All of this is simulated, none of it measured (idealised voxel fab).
This is a process module. Its name is voxel plated lines.
Each square cell in cross-section cut measures 5 nm, and the section as a whole is 285 nm wide.
The cross-sections in this document take the form of a grid made of square cells. They are written out as bands, in order from top to bottom. Each band consists of one or more rows of cells. First you get the band's top height and its bottom height, in nm, and then the materials it's made of, left to right, with each width in nm. If you see a single material with "everywhere", that one covers the band edge to edge. "blank" is empty space. Height reference: 0 = level under which incoming wafer is all one material. Lowest band: no bottom, runs on downward, e.g. "from 0 down". Width spec "30->40" -> top row of cells at first value, bottom row at second value, equal per-row change in between. "nothing altered" -> step changed no cross-section cell. Closed empty spaces (no open way to the top) of 8 cells or more are what "Catalogued sealed voids" lists, each as width x height at distance from the left edge, nm for all three. It should be noted that, on the line of a given step, the content following the step's settings is a remark produced by the simulator itself with respect to that step. When a step includes a mask, the "overlay nm" setting on its line states how far to the right of its planned place that mask lay, and negative values state how far to the left.
Below is the list of planned process steps
- 1: RECEIVE with material Si
- 2: CONFORMAL_DEP with material SiN, thk nm 10
- 3: DIRECTIONAL_DEP with material TiN, thk nm 5
- 4: PATTERN with tone open, mask id LINES, material resist, width nm 20, pitch nm 40, thk nm 15, overlay nm 0
- 5: EPI with material Ru, thk nm 10
- 6: STRIP with etch materials resist
- 7: DIRECTIONAL_ETCH with etch materials TiN, depth nm 5
- 8: CONFORMAL_DEP with material SiN, thk nm 10
Wafer cross-section on receipt, i.e. after step 1
> from 0 down: Si everywhere
> Catalogued sealed voids: none
Cross-section at module end, one run error; start and plan unchanged from above
> from 35 to 25: blank 100 nm / SiN 80 nm / blank 105 nm
> from 25 to 20: blank 100 nm / SiN 10 nm / Ru 20 nm / SiN 20 nm / Ru 20 nm / SiN 10 nm / blank 105 nm
> from 20 to 15: SiN 110 nm / Ru 20 nm / SiN 20 nm / Ru 20 nm / SiN 115 nm
> from 15 to 10: SiN 110 nm / TiN 20 nm / SiN 20 nm / TiN 20 nm / SiN 115 nm
> from 10 to 0: TiN everywhere
> from 0 down: Si everywhere
> Catalogued sealed voids: none
Error vs. plan: heads up, step 2 didn't go per plan, it actually ran as CONFORMAL_DEP with material TiN, thk nm 10
